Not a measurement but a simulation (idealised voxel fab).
process module | voxel transistor to metal
cross-section cut | 185 nm wide | cells 5 nm
A cross-section is a grid of square cells, given in bands from the top down. A band is one or more rows of cells.
Each band's line starts with the height of the band's top and of its bottom, in nm. Then come its materials from left to right, each with its width in nm. One material with "throughout" fills the band from edge to edge. "air" is empty space.
Height 0 is the level under which the wafer as received is all one material. The lowest band goes on downwards, as in "0 down".
A width such as "30 to 40" changes by the same amount from each row of cells to the next, from the band's top row to its bottom row.
"no change" after a step means that no cell of the cross-section changed.
closed voids: empty space of 8 cells or more with no open way to the top, each as width x height at its distance from the left edge, in nm
after a step's settings: what the simulator itself notes on the step
overlay nm, on a step with a mask: how far to the right of its planned place the mask lay; to the left if negative
Each pair below shows a cross-section before one step and the cross-section after it, down to the lowest band that changed. The line under each pair gives the step between them, with its settings. The pairs can come from different runs of this module on the same starting wafer, so a pair continues from the pair above only where its "before" says so.
before
  0 down: Si throughout
  closed voids: none
after
  5 to 0: SiO2 throughout
  below 0: unchanged
  closed voids: none
the step between: op CONFORMAL_DEP | material SiO2 | thk nm 5
before: the cross-section after the pair above
after
  15 to 5: SiN throughout
  below 5: unchanged
  closed voids: none
the step between: op CONFORMAL_DEP | material SiN | thk nm 10
before: the cross-section after the pair above
after
  35 to 15: air 50 | resist 85 | air 50
  below 15: unchanged
  closed voids: none
the step between: op PATTERN | tone cover | mask id ACTIVE | material resist | width nm 85 | thk nm 20 | overlay nm 0
before: the cross-section after the pair above
after
  35 to 15: air 50 | resist 85 | air 50
  15 to 5: air 50 | SiN 85 | air 50
  below 5: unchanged
  closed voids: none
the step between: op DIRECTIONAL_ETCH | etch materials SiN | depth nm 10
before: the cross-section after the pair above
after
  35 to 15: air 50 | resist 85 | air 50
  15 to 5: air 50 | SiN 85 | air 50
  5 to 0: air 50 | SiO2 85 | air 50
  below 0: unchanged
  closed voids: none
the step between: op DIRECTIONAL_ETCH | etch materials SiO2 | depth nm 5
before: the cross-section after the pair above
after
  35 to 15: air 50 | resist 85 | air 50
  15 to 5: air 50 | SiN 85 | air 50
  5 to 0: air 50 | SiO2 85 | air 50
  0 to -20: air 50 | Si 85 | air 50
  below -20: unchanged
  closed voids: none
the step between: op DIRECTIONAL_ETCH | etch materials Si | depth nm 20
before: the cross-section after the pair above
after
  15 to 5: air 50 | SiN 85 | air 50
  below 5: unchanged
  closed voids: none
the step between: op STRIP | etch materials resist
before: the cross-section after the pair above
after
  15 to 5: air 50 | SiN 85 | air 50
  5 to 0: air 50 | SiO2 85 | air 50
  0 to -20: air 50 | SiO2 5 | Si 75 | SiO2 5 | air 50
  -20 to -25: SiO2 55 | Si 75 | SiO2 55
  below -25: unchanged
  closed voids: none
the step between: op OXIDIZE | depth nm 5
before: the cross-section after the pair above
after
  30 to 15: SiO2 throughout
  15 to 5: SiO2 50 | SiN 85 | SiO2 50
  5 to 0: SiO2 throughout
  0 to -25: SiO2 55 | Si 75 | SiO2 55
  below -25: unchanged
  closed voids: none
the step between: op FILL_DEP | material SiO2 | thk nm 15
before: the cross-section after the pair above
after
  15 to 5: SiO2 50 | SiN 85 | SiO2 50
  below 5: unchanged
  closed voids: none
the step between: op CMP | height nm 15
before: the cross-section after the pair above
after
  15 to 10: air 50 | SiN 85 | air 50
  below 10: unchanged
  closed voids: none
the step between: op SELECTIVE_ETCH | etch materials SiO2 | depth nm 5
before: the cross-section after the pair above
after
  10 to 5: SiO2 50 | air 85 | SiO2 50
  below 5: unchanged
  closed voids: none
the step between: op STRIP | etch materials SiN
before: the cross-section after the pair above
after
  5 to 0: SiO2 45 | air 95 | SiO2 45
  below 0: unchanged
  closed voids: none
the step between: op SELECTIVE_ETCH | etch materials SiO2 | depth nm 5
before: the cross-section after the pair above
after
  5 to 0: SiO2 45 | air 95 | SiO2 45
  0 to -5: SiO2 throughout
  below -5: unchanged
  closed voids: none
the step between: op OXIDIZE | depth nm 5
before: the cross-section after the pair above
after
  30 to 25: polySi 45 | air 95 | polySi 45
  25 to 5: polySi throughout
  5 to 0: SiO2 45 | polySi 95 | SiO2 45
  below 0: unchanged
  closed voids: none
the step between: op DIRECTIONAL_DEP | material polySi | thk nm 25
before: the cross-section after the pair above
after
  45 to 40: SiCN 45 | air 95 | SiCN 45
  40 to 30: SiCN throughout
  30 to 25: polySi 45 | SiCN 95 | polySi 45
  below 25: unchanged
  closed voids: none
the step between: op DIRECTIONAL_DEP | material SiCN | thk nm 15
before: the cross-section after the pair above
after
  55 to 50: aC 45 | air 95 | aC 45
  50 to 45: aC throughout
  45 to 40: SiCN 45 | aC 95 | SiCN 45
  below 40: unchanged
  closed voids: none
the step between: op DIRECTIONAL_DEP | material aC | thk nm 10
before: the cross-section after the pair above
after
  80 to 55: air 85 | resist 15 | air 85
  55 to 50: aC 45 | air 40 | resist 15 | air 40 | aC 45
  below 50: unchanged
  closed voids: none
the step between: op PATTERN | tone cover | mask id GATE | material resist | width nm 15 | thk nm 25 | overlay nm 0
before: the cross-section after the pair above
after
  70 to 50: air 85 | resist 15 | air 85
  50 to 45: air 85 | aC 15 | air 85
  45 to 40: SiCN 45 | air 40 | aC 15 | air 40 | SiCN 45
  below 40: unchanged
  closed voids: none
the step between: op DIRECTIONAL_ETCH | etch materials aC | depth nm 10
before: the cross-section after the pair above
after
  50 to 45: air 85 | aC 15 | air 85
  below 45: unchanged
  closed voids: none
the step between: op STRIP | etch materials resist
before: the cross-section after the pair above
after
  50 to 40: air 85 | aC 15 | air 85
  40 to 30: air 85 | SiCN 15 | air 85
  30 to 25: polySi 45 | air 40 | SiCN 15 | air 40 | polySi 45
  below 25: unchanged
  closed voids: none
the step between: op DIRECTIONAL_ETCH | etch materials SiCN | depth nm 25
before: the cross-section after the pair above
after
  50 to 40: air 85 | aC 15 | air 85
  40 to 25: air 85 | SiCN 15 | air 85
  25 to 5: air 85 | polySi 15 | air 85
  5 to 0: SiO2 45 | air 40 | polySi 15 | air 40 | SiO2 45
  below 0: unchanged
  closed voids: none
the step between: op DIRECTIONAL_ETCH | etch materials polySi | depth nm 35
before: the cross-section after the pair above
after
  40 to 25: air 85 | SiCN 15 | air 85
  below 25: unchanged
  closed voids: none
the step between: op STRIP | etch materials aC
before: the cross-section after the pair above
after
  50 to 40: air 75 | SiN 35 | air 75
  40 to 25: air 75 | SiN 10 | SiCN 15 | SiN 10 | air 75
  25 to 15: air 75 | SiN 10 | polySi 15 | SiN 10 | air 75
  15 to 10: SiN 55 | air 20 | SiN 10 | polySi 15 | SiN 10 | air 20 | SiN 55
  10 to 5: SiN 85 | polySi 15 | SiN 85
  5 to 0: SiO2 45 | SiN 40 | polySi 15 | SiN 40 | SiO2 45
  below 0: unchanged
  closed voids: none
the step between: op CONFORMAL_DEP | material SiN | thk nm 10
before: the cross-section after the pair above
after
  40 to 25: air 75 | SiN 10 | SiCN 15 | SiN 10 | air 75
  25 to 5: air 75 | SiN 10 | polySi 15 | SiN 10 | air 75
  5 to 0: SiO2 45 | SiN 10 | air 20 | SiN 10 | polySi 15 | SiN 10 | air 20 | SiN 10 | SiO2 45
  below 0: unchanged
  closed voids: none
the step between: op DIRECTIONAL_ETCH | etch materials SiN | depth nm 10
before: the cross-section after the pair above
after
  40 to 25: air 75 | SiN 10 | SiCN 15 | SiN 10 | air 75
  25 to 5: air 75 | SiN 10 | polySi 15 | SiN 10 | air 75
  5 to 0: air 45 | SiN 10 | air 20 | SiN 10 | polySi 15 | SiN 10 | air 20 | SiN 10 | air 45
  0 to -5: SiO2 55 | air 20 | SiO2 35 | air 20 | SiO2 55
  below -5: unchanged
  closed voids: none
the step between: op DIRECTIONAL_ETCH | etch materials SiO2 | depth nm 5
before: the cross-section after the pair above
after
  40 to 25: air 75 | SiN 10 | SiCN 15 | SiN 10 | air 75
  25 to 5: air 75 | SiN 10 | polySi 15 | SiN 10 | air 75
  5 to 0: air 45 | SiN 10 | air 20 | SiN 10 | polySi 15 | SiN 10 | air 20 | SiN 10 | air 45
  0 to -5: SiO2 55 | SiGe 20 | SiO2 35 | SiGe 20 | SiO2 55
  below -5: unchanged
  closed voids: none
the step between: op EPI | material SiGe | thk nm 5
before: the cross-section after the pair above
after
  50 to 40: SiO2 throughout
  40 to 25: SiO2 75 | SiN 10 | SiCN 15 | SiN 10 | SiO2 75
  25 to 5: SiO2 75 | SiN 10 | polySi 15 | SiN 10 | SiO2 75
  5 to 0: SiO2 45 | SiN 10 | SiO2 20 | SiN 10 | polySi 15 | SiN 10 | SiO2 20 | SiN 10 | SiO2 45
  below 0: unchanged
  closed voids: none
the step between: op FILL_DEP | material SiO2 | thk nm 10
before: the cross-section after the pair above
after
  40 to 25: SiO2 75 | SiN 10 | SiCN 15 | SiN 10 | SiO2 75
  below 25: unchanged
  closed voids: none
the step between: op CMP | height nm 40
before: the cross-section after the pair above
after
  55 to 40: SiO2 throughout
  below 40: unchanged
  closed voids: none
the step between: op DIRECTIONAL_DEP | material SiO2 | thk nm 15
before: the cross-section after the pair above
after
  55 to 40: SiO2 55 | air 15 | SiO2 45 | air 15 | SiO2 55
  40 to 25: SiO2 55 | air 15 | SiO2 5 | SiN 10 | SiCN 15 | SiN 10 | SiO2 5 | air 15 | SiO2 55
  25 to 5: SiO2 55 | air 15 | SiO2 5 | SiN 10 | polySi 15 | SiN 10 | SiO2 5 | air 15 | SiO2 55
  5 to 0: SiO2 45 | SiN 10 | air 15 | SiO2 5 | SiN 10 | polySi 15 | SiN 10 | SiO2 5 | air 15 | SiN 10 | SiO2 45
  below 0: unchanged
  closed voids: none
the step between: op MASKED_ETCH | tone open | mask id CONTACT | width nm 15 | pitch nm 60 | etch materials SiO2 | depth nm 55 | overlay nm 0
before: the cross-section after the pair above
after
  60 to 55: TiN 60 | air 5 | TiN 55 | air 5 | TiN 60
  55 to 40: SiO2 55 | TiN 5 | air 5 | TiN 5 | SiO2 45 | TiN 5 | air 5 | TiN 5 | SiO2 55
  40 to 25: SiO2 55 | TiN 5 | air 5 | TiN 5 | SiO2 5 | SiN 10 | SiCN 15 | SiN 10 | SiO2 5 | TiN 5 | air 5 | TiN 5 | SiO2 55
  25 to 5: SiO2 55 | TiN 5 | air 5 | TiN 5 | SiO2 5 | SiN 10 | polySi 15 | SiN 10 | SiO2 5 | TiN 5 | air 5 | TiN 5 | SiO2 55
  5 to 0: SiO2 45 | SiN 10 | TiN 15 | SiO2 5 | SiN 10 | polySi 15 | SiN 10 | SiO2 5 | TiN 15 | SiN 10 | SiO2 45
  below 0: unchanged
  closed voids: none
the step between: op CONFORMAL_DEP | material TiN | thk nm 5
before: the cross-section after the pair above
after
  65 to 60: W throughout
  60 to 55: TiN 60 | W 5 | TiN 55 | W 5 | TiN 60
  55 to 40: SiO2 55 | TiN 5 | W 5 | TiN 5 | SiO2 45 | TiN 5 | W 5 | TiN 5 | SiO2 55
  40 to 25: SiO2 55 | TiN 5 | W 5 | TiN 5 | SiO2 5 | SiN 10 | SiCN 15 | SiN 10 | SiO2 5 | TiN 5 | W 5 | TiN 5 | SiO2 55
  25 to 5: SiO2 55 | TiN 5 | W 5 | TiN 5 | SiO2 5 | SiN 10 | polySi 15 | SiN 10 | SiO2 5 | TiN 5 | W 5 | TiN 5 | SiO2 55
  below 5: unchanged
  closed voids: none
the step between: op FILL_DEP | material W | thk nm 5
before: the cross-section after the pair above
after
  55 to 40: SiO2 55 | TiN 5 | W 5 | TiN 5 | SiO2 45 | TiN 5 | W 5 | TiN 5 | SiO2 55
  below 40: unchanged
  closed voids: none
the step between: op CMP | height nm 55
before: the cross-section after the pair above
after
  60 to 55: SiCN throughout
  below 55: unchanged
  closed voids: none
the step between: op CONFORMAL_DEP | material SiCN | thk nm 5
before: the cross-section after the pair above
after
  80 to 60: SiO2 throughout
  below 60: unchanged
  closed voids: none
the step between: op DIRECTIONAL_DEP | material SiO2 | thk nm 20
before: the cross-section after the pair above
after
  95 to 80: resist 55 | air 15 | resist 45 | air 15 | resist 55
  below 80: unchanged
  closed voids: none
the step between: op PATTERN | tone open | mask id METAL_1 | material resist | width nm 15 | pitch nm 60 | thk nm 15 | overlay nm 0
before: the cross-section after the pair above
after
  95 to 80: resist 55 | air 15 | resist 45 | air 15 | resist 55
  80 to 60: SiO2 55 | air 15 | SiO2 45 | air 15 | SiO2 55
  below 60: unchanged
  closed voids: none
the step between: op DIRECTIONAL_ETCH | etch materials SiO2 | depth nm 20
before: the cross-section after the pair above
after
  95 to 80: resist 55 | air 15 | resist 45 | air 15 | resist 55
  80 to 60: SiO2 55 | air 15 | SiO2 45 | air 15 | SiO2 55
  60 to 55: SiCN 55 | air 15 | SiCN 45 | air 15 | SiCN 55
  below 55: unchanged
  closed voids: none
the step between: op DIRECTIONAL_ETCH | etch materials SiCN | depth nm 5
before: the cross-section after the pair above
after
  80 to 60: SiO2 55 | air 15 | SiO2 45 | air 15 | SiO2 55
  below 60: unchanged
  closed voids: none
the step between: op STRIP | etch materials resist
before: the cross-section after the pair above
after
  85 to 80: TiN 60 | air 5 | TiN 55 | air 5 | TiN 60
  80 to 60: SiO2 55 | TiN 5 | air 5 | TiN 5 | SiO2 45 | TiN 5 | air 5 | TiN 5 | SiO2 55
  60 to 55: SiCN 55 | TiN 15 | SiCN 45 | TiN 15 | SiCN 55
  below 55: unchanged
  closed voids: none
the step between: op CONFORMAL_DEP | material TiN | thk nm 5
before: the cross-section after the pair above
after
  90 to 85: Cu throughout
  85 to 80: TiN 60 | Cu 5 | TiN 55 | Cu 5 | TiN 60
  80 to 60: SiO2 55 | TiN 5 | Cu 5 | TiN 5 | SiO2 45 | TiN 5 | Cu 5 | TiN 5 | SiO2 55
  below 60: unchanged
  closed voids: none
the step between: op FILL_DEP | material Cu | thk nm 5
before: the cross-section after the pair above
after
  80 to 60: SiO2 55 | TiN 5 | Cu 5 | TiN 5 | SiO2 45 | TiN 5 | Cu 5 | TiN 5 | SiO2 55
  below 60: unchanged
  closed voids: none
the step between: op CMP | height nm 80
before: the cross-section after the pair above
after
  85 to 80: SiN throughout
  below 80: unchanged
  closed voids: none
the step between: op CONFORMAL_DEP | material SiN | thk nm 5
before
  30 to 15: SiO2 throughout
  15 to 5: SiO2 50 | SiN 85 | SiO2 50
  5 to 0: SiO2 throughout
  0 to -25: SiO2 55 | Si 75 | SiO2 55
  -25 down: Si throughout
  closed voids: none
after
  25 to 15: SiO2 throughout
  below 15: unchanged
  closed voids: none
the step between: op SELECTIVE_ETCH | etch materials SiO2 | depth nm 5
before: the cross-section after the pair above
after
  20 to 15: SiO2 throughout
  below 15: unchanged
  closed voids: none
the step between: op SELECTIVE_ETCH | etch materials SiO2 | depth nm 5
before: the cross-section after the pair above
after
  45 to 20: polySi throughout
  below 20: unchanged
  closed voids: none
the step between: op DIRECTIONAL_DEP | material polySi | thk nm 25
before: the cross-section after the pair above
after
  60 to 45: SiCN throughout
  below 45: unchanged
  closed voids: none
the step between: op DIRECTIONAL_DEP | material SiCN | thk nm 15
before: the cross-section after the pair above
after
  70 to 60: aC throughout
  below 60: unchanged
  closed voids: none
the step between: op DIRECTIONAL_DEP | material aC | thk nm 10
before: the cross-section after the pair above
after
  95 to 70: air 85 | resist 15 | air 85
  below 70: unchanged
  closed voids: none
the step between: op PATTERN | tone cover | mask id GATE | material resist | width nm 15 | thk nm 25 | overlay nm 0
before: the cross-section after the pair above
after
  85 to 70: air 85 | resist 15 | air 85
  70 to 60: air 85 | aC 15 | air 85
  below 60: unchanged
  closed voids: none
the step between: op DIRECTIONAL_ETCH | etch materials aC | depth nm 10
before: the cross-section after the pair above
after
  70 to 60: air 85 | aC 15 | air 85
  below 60: unchanged
  closed voids: none
the step between: op STRIP | etch materials resist
before: the cross-section after the pair above
after
  70 to 60: air 85 | aC 15 | air 85
  60 to 45: air 85 | SiCN 15 | air 85
  below 45: unchanged
  closed voids: none
the step between: op DIRECTIONAL_ETCH | etch materials SiCN | depth nm 25
before: the cross-section after the pair above
after
  70 to 60: air 85 | aC 15 | air 85
  60 to 45: air 85 | SiCN 15 | air 85
  45 to 20: air 85 | polySi 15 | air 85
  below 20: unchanged
  closed voids: none
the step between: op DIRECTIONAL_ETCH | etch materials polySi | depth nm 35
before: the cross-section after the pair above
after
  60 to 45: air 85 | SiCN 15 | air 85
  below 45: unchanged
  closed voids: none
the step between: op STRIP | etch materials aC
before: the cross-section after the pair above
after
  70 to 60: air 75 | SiN 35 | air 75
  60 to 45: air 75 | SiN 10 | SiCN 15 | SiN 10 | air 75
  45 to 30: air 75 | SiN 10 | polySi 15 | SiN 10 | air 75
  30 to 20: SiN 85 | polySi 15 | SiN 85
  below 20: unchanged
  closed voids: none
the step between: op CONFORMAL_DEP | material SiN | thk nm 10
before: the cross-section after the pair above
after
  60 to 45: air 75 | SiN 10 | SiCN 15 | SiN 10 | air 75
  45 to 20: air 75 | SiN 10 | polySi 15 | SiN 10 | air 75
  below 20: unchanged
  closed voids: none
the step between: op DIRECTIONAL_ETCH | etch materials SiN | depth nm 10
before: the cross-section after the pair above
after
  60 to 45: air 75 | SiN 10 | SiCN 15 | SiN 10 | air 75
  45 to 20: air 75 | SiN 10 | polySi 15 | SiN 10 | air 75
  20 to 15: air 75 | SiO2 35 | air 75
  below 15: unchanged
  closed voids: none
the step between: op DIRECTIONAL_ETCH | etch materials SiO2 | depth nm 5
before: the cross-section after the pair above
after
  70 to 60: SiO2 throughout
  60 to 45: SiO2 75 | SiN 10 | SiCN 15 | SiN 10 | SiO2 75
  45 to 20: SiO2 75 | SiN 10 | polySi 15 | SiN 10 | SiO2 75
  20 to 15: SiO2 throughout
  below 15: unchanged
  closed voids: none
the step between: op FILL_DEP | material SiO2 | thk nm 10
before: the cross-section after the pair above
after
  40 to 20: SiO2 75 | SiN 10 | polySi 15 | SiN 10 | SiO2 75
  below 20: unchanged
  closed voids: none
the step between: op CMP | height nm 40
before: the cross-section after the pair above
after
  55 to 40: SiO2 throughout
  below 40: unchanged
  closed voids: none
the step between: op DIRECTIONAL_DEP | material SiO2 | thk nm 15
before: the cross-section after the pair above
after
  55 to 40: SiO2 55 | air 15 | SiO2 45 | air 15 | SiO2 55
  40 to 20: SiO2 55 | air 15 | SiO2 5 | SiN 10 | polySi 15 | SiN 10 | SiO2 5 | air 15 | SiO2 55
  20 to 15: SiO2 55 | air 15 | SiO2 45 | air 15 | SiO2 55
  below 15: unchanged
  closed voids: none
the step between: op MASKED_ETCH | tone open | mask id CONTACT | width nm 15 | pitch nm 60 | etch materials SiO2 | depth nm 55 | overlay nm 0
before: the cross-section after the pair above
after
  60 to 55: TiN 60 | air 5 | TiN 55 | air 5 | TiN 60
  55 to 40: SiO2 55 | TiN 5 | air 5 | TiN 5 | SiO2 45 | TiN 5 | air 5 | TiN 5 | SiO2 55
  40 to 20: SiO2 55 | TiN 5 | air 5 | TiN 5 | SiO2 5 | SiN 10 | polySi 15 | SiN 10 | SiO2 5 | TiN 5 | air 5 | TiN 5 | SiO2 55
  20 to 15: SiO2 55 | TiN 15 | SiO2 45 | TiN 15 | SiO2 55
  below 15: unchanged
  closed voids: none
the step between: op CONFORMAL_DEP | material TiN | thk nm 5
before: the cross-section after the pair above
after
  65 to 60: W throughout
  60 to 55: TiN 60 | W 5 | TiN 55 | W 5 | TiN 60
  55 to 40: SiO2 55 | TiN 5 | W 5 | TiN 5 | SiO2 45 | TiN 5 | W 5 | TiN 5 | SiO2 55
  40 to 20: SiO2 55 | TiN 5 | W 5 | TiN 5 | SiO2 5 | SiN 10 | polySi 15 | SiN 10 | SiO2 5 | TiN 5 | W 5 | TiN 5 | SiO2 55
  below 20: unchanged
  closed voids: none
the step between: op FILL_DEP | material W | thk nm 5
before: the cross-section after the pair above
after
  55 to 40: SiO2 55 | TiN 5 | W 5 | TiN 5 | SiO2 45 | TiN 5 | W 5 | TiN 5 | SiO2 55
  below 40: unchanged
  closed voids: none
the step between: op CMP | height nm 55
before: the cross-section after the pair above
after
  60 to 55: SiCN throughout
  below 55: unchanged
  closed voids: none
the step between: op CONFORMAL_DEP | material SiCN | thk nm 5
before: the cross-section after the pair above
after
  80 to 60: SiO2 throughout
  below 60: unchanged
  closed voids: none
the step between: op DIRECTIONAL_DEP | material SiO2 | thk nm 20
before: the cross-section after the pair above
after
  95 to 80: resist 55 | air 15 | resist 45 | air 15 | resist 55
  below 80: unchanged
  closed voids: none
the step between: op PATTERN | tone open | mask id METAL_1 | material resist | width nm 15 | pitch nm 60 | thk nm 15 | overlay nm 0
before: the cross-section after the pair above
after
  95 to 80: resist 55 | air 15 | resist 45 | air 15 | resist 55
  80 to 60: SiO2 55 | air 15 | SiO2 45 | air 15 | SiO2 55
  below 60: unchanged
  closed voids: none
the step between: op DIRECTIONAL_ETCH | etch materials SiO2 | depth nm 20
before: the cross-section after the pair above
after
  95 to 80: resist 55 | air 15 | resist 45 | air 15 | resist 55
  80 to 60: SiO2 55 | air 15 | SiO2 45 | air 15 | SiO2 55
  60 to 55: SiCN 55 | air 15 | SiCN 45 | air 15 | SiCN 55
  below 55: unchanged
  closed voids: none
the step between: op DIRECTIONAL_ETCH | etch materials SiCN | depth nm 5
before: the cross-section after the pair above
after
  80 to 60: SiO2 55 | air 15 | SiO2 45 | air 15 | SiO2 55
  below 60: unchanged
  closed voids: none
the step between: op STRIP | etch materials resist
before: the cross-section after the pair above
after
  85 to 80: TiN 60 | air 5 | TiN 55 | air 5 | TiN 60
  80 to 60: SiO2 55 | TiN 5 | air 5 | TiN 5 | SiO2 45 | TiN 5 | air 5 | TiN 5 | SiO2 55
  60 to 55: SiCN 55 | TiN 15 | SiCN 45 | TiN 15 | SiCN 55
  below 55: unchanged
  closed voids: none
the step between: op CONFORMAL_DEP | material TiN | thk nm 5
before: the cross-section after the pair above
after
  90 to 85: Cu throughout
  85 to 80: TiN 60 | Cu 5 | TiN 55 | Cu 5 | TiN 60
  80 to 60: SiO2 55 | TiN 5 | Cu 5 | TiN 5 | SiO2 45 | TiN 5 | Cu 5 | TiN 5 | SiO2 55
  below 60: unchanged
  closed voids: none
the step between: op FILL_DEP | material Cu | thk nm 5
before: the cross-section after the pair above
after
  80 to 60: SiO2 55 | TiN 5 | Cu 5 | TiN 5 | SiO2 45 | TiN 5 | Cu 5 | TiN 5 | SiO2 55
  below 60: unchanged
  closed voids: none
the step between: op CMP | height nm 80
before: the cross-section after the pair above
after
  85 to 80: SiN throughout
  below 80: unchanged
  closed voids: none
the step between: op CONFORMAL_DEP | material SiN | thk nm 5
before
  45 to 40: SiCN 45 | air 95 | SiCN 45
  40 to 30: SiCN throughout
  30 to 25: polySi 45 | SiCN 95 | polySi 45
  25 to 5: polySi throughout
  5 to 0: SiO2 45 | polySi 95 | SiO2 45
  0 to -5: SiO2 throughout
  -5 to -25: SiO2 55 | Si 75 | SiO2 55
  -25 down: Si throughout
  closed voids: none
after
  60 to 55: SiCN 45 | air 95 | SiCN 45
  55 to 30: SiCN throughout
  below 30: unchanged
  closed voids: none
the step between: op DIRECTIONAL_DEP | material SiCN | thk nm 15
before: the cross-section after the pair above
after
  70 to 65: aC 45 | air 95 | aC 45
  65 to 60: aC throughout
  60 to 55: SiCN 45 | aC 95 | SiCN 45
  below 55: unchanged
  closed voids: none
the step between: op DIRECTIONAL_DEP | material aC | thk nm 10
before: the cross-section after the pair above
after
  95 to 70: air 85 | resist 15 | air 85
  70 to 65: aC 45 | air 40 | resist 15 | air 40 | aC 45
  below 65: unchanged
  closed voids: none
the step between: op PATTERN | tone cover | mask id GATE | material resist | width nm 15 | thk nm 25 | overlay nm 0
before: the cross-section after the pair above
after
  85 to 65: air 85 | resist 15 | air 85
  65 to 60: air 85 | aC 15 | air 85
  60 to 55: SiCN 45 | air 40 | aC 15 | air 40 | SiCN 45
  below 55: unchanged
  closed voids: none
the step between: op DIRECTIONAL_ETCH | etch materials aC | depth nm 10
before: the cross-section after the pair above
after
  65 to 60: air 85 | aC 15 | air 85
  below 60: unchanged
  closed voids: none
the step between: op STRIP | etch materials resist
before: the cross-section after the pair above
after
  65 to 55: air 85 | aC 15 | air 85
  55 to 35: air 85 | SiCN 15 | air 85
  35 to 30: SiCN 45 | air 40 | SiCN 15 | air 40 | SiCN 45
  below 30: unchanged
  closed voids: none
the step between: op DIRECTIONAL_ETCH | etch materials SiCN | depth nm 25
before: the cross-section after the pair above
after
  55 to 35: air 85 | SiCN 15 | air 85
  below 35: unchanged
  closed voids: none
the step between: op STRIP | etch materials aC
before: the cross-section after the pair above
after
  65 to 55: air 75 | SiN 35 | air 75
  55 to 45: air 75 | SiN 10 | SiCN 15 | SiN 10 | air 75
  45 to 40: SiN 55 | air 20 | SiN 10 | SiCN 15 | SiN 10 | air 20 | SiN 55
  40 to 35: SiN 85 | SiCN 15 | SiN 85
  35 to 30: SiCN 45 | SiN 40 | SiCN 15 | SiN 40 | SiCN 45
  below 30: unchanged
  closed voids: none
the step between: op CONFORMAL_DEP | material SiN | thk nm 10
before: the cross-section after the pair above
after
  55 to 35: air 75 | SiN 10 | SiCN 15 | SiN 10 | air 75
  35 to 30: SiCN 45 | SiN 10 | air 20 | SiN 10 | SiCN 15 | SiN 10 | air 20 | SiN 10 | SiCN 45
  below 30: unchanged
  closed voids: none
the step between: op DIRECTIONAL_ETCH | etch materials SiN | depth nm 10
before: the cross-section after the pair above
after
  65 to 55: SiO2 throughout
  55 to 35: SiO2 75 | SiN 10 | SiCN 15 | SiN 10 | SiO2 75
  35 to 30: SiCN 45 | SiN 10 | SiO2 20 | SiN 10 | SiCN 15 | SiN 10 | SiO2 20 | SiN 10 | SiCN 45
  below 30: unchanged
  closed voids: none
the step between: op FILL_DEP | material SiO2 | thk nm 10
before: the cross-section after the pair above
after
  40 to 35: SiO2 75 | SiN 10 | SiCN 15 | SiN 10 | SiO2 75
  below 35: unchanged
  closed voids: none
the step between: op CMP | height nm 40
before: the cross-section after the pair above
after
  55 to 40: SiO2 throughout
  below 40: unchanged
  closed voids: none
the step between: op DIRECTIONAL_DEP | material SiO2 | thk nm 15
before: the cross-section after the pair above
after
  55 to 40: SiO2 55 | air 15 | SiO2 45 | air 15 | SiO2 55
  40 to 35: SiO2 55 | air 15 | SiO2 5 | SiN 10 | SiCN 15 | SiN 10 | SiO2 5 | air 15 | SiO2 55
  35 to 30: SiCN 45 | SiN 10 | air 15 | SiO2 5 | SiN 10 | SiCN 15 | SiN 10 | SiO2 5 | air 15 | SiN 10 | SiCN 45
  below 30: unchanged
  closed voids: none
the step between: op MASKED_ETCH | tone open | mask id CONTACT | width nm 15 | pitch nm 60 | etch materials SiO2 | depth nm 55 | overlay nm 0
before: the cross-section after the pair above
after
  60 to 55: TiN 60 | air 5 | TiN 55 | air 5 | TiN 60
  55 to 40: SiO2 55 | TiN 5 | air 5 | TiN 5 | SiO2 45 | TiN 5 | air 5 | TiN 5 | SiO2 55
  40 to 35: SiO2 55 | TiN 5 | air 5 | TiN 5 | SiO2 5 | SiN 10 | SiCN 15 | SiN 10 | SiO2 5 | TiN 5 | air 5 | TiN 5 | SiO2 55
  35 to 30: SiCN 45 | SiN 10 | TiN 15 | SiO2 5 | SiN 10 | SiCN 15 | SiN 10 | SiO2 5 | TiN 15 | SiN 10 | SiCN 45
  below 30: unchanged
  closed voids: none
the step between: op CONFORMAL_DEP | material TiN | thk nm 5
before: the cross-section after the pair above
after
  65 to 60: W throughout
  60 to 55: TiN 60 | W 5 | TiN 55 | W 5 | TiN 60
  55 to 40: SiO2 55 | TiN 5 | W 5 | TiN 5 | SiO2 45 | TiN 5 | W 5 | TiN 5 | SiO2 55
  40 to 35: SiO2 55 | TiN 5 | W 5 | TiN 5 | SiO2 5 | SiN 10 | SiCN 15 | SiN 10 | SiO2 5 | TiN 5 | W 5 | TiN 5 | SiO2 55
  below 35: unchanged
  closed voids: none
the step between: op FILL_DEP | material W | thk nm 5
before: the cross-section after the pair above
after
  55 to 40: SiO2 55 | TiN 5 | W 5 | TiN 5 | SiO2 45 | TiN 5 | W 5 | TiN 5 | SiO2 55
  below 40: unchanged
  closed voids: none
the step between: op CMP | height nm 55
before: the cross-section after the pair above
after
  60 to 55: SiCN throughout
  below 55: unchanged
  closed voids: none
the step between: op CONFORMAL_DEP | material SiCN | thk nm 5
before: the cross-section after the pair above
after
  80 to 60: SiO2 throughout
  below 60: unchanged
  closed voids: none
the step between: op DIRECTIONAL_DEP | material SiO2 | thk nm 20
before: the cross-section after the pair above
after
  95 to 80: resist 55 | air 15 | resist 45 | air 15 | resist 55
  below 80: unchanged
  closed voids: none
the step between: op PATTERN | tone open | mask id METAL_1 | material resist | width nm 15 | pitch nm 60 | thk nm 15 | overlay nm 0
before: the cross-section after the pair above
after
  95 to 80: resist 55 | air 15 | resist 45 | air 15 | resist 55
  80 to 60: SiO2 55 | air 15 | SiO2 45 | air 15 | SiO2 55
  below 60: unchanged
  closed voids: none
the step between: op DIRECTIONAL_ETCH | etch materials SiO2 | depth nm 20
before: the cross-section after the pair above
after
  95 to 80: resist 55 | air 15 | resist 45 | air 15 | resist 55
  80 to 60: SiO2 55 | air 15 | SiO2 45 | air 15 | SiO2 55
  60 to 55: SiCN 55 | air 15 | SiCN 45 | air 15 | SiCN 55
  below 55: unchanged
  closed voids: none
the step between: op DIRECTIONAL_ETCH | etch materials SiCN | depth nm 5
before: the cross-section after the pair above
after
  80 to 60: SiO2 55 | air 15 | SiO2 45 | air 15 | SiO2 55
  below 60: unchanged
  closed voids: none
the step between: op STRIP | etch materials resist
before: the cross-section after the pair above
after
  85 to 80: TiN 60 | air 5 | TiN 55 | air 5 | TiN 60
  80 to 60: SiO2 55 | TiN 5 | air 5 | TiN 5 | SiO2 45 | TiN 5 | air 5 | TiN 5 | SiO2 55
  60 to 55: SiCN 55 | TiN 15 | SiCN 45 | TiN 15 | SiCN 55
  below 55: unchanged
  closed voids: none
the step between: op CONFORMAL_DEP | material TiN | thk nm 5
before: the cross-section after the pair above
after
  90 to 85: Cu throughout
  85 to 80: TiN 60 | Cu 5 | TiN 55 | Cu 5 | TiN 60
  80 to 60: SiO2 55 | TiN 5 | Cu 5 | TiN 5 | SiO2 45 | TiN 5 | Cu 5 | TiN 5 | SiO2 55
  below 60: unchanged
  closed voids: none
the step between: op FILL_DEP | material Cu | thk nm 5
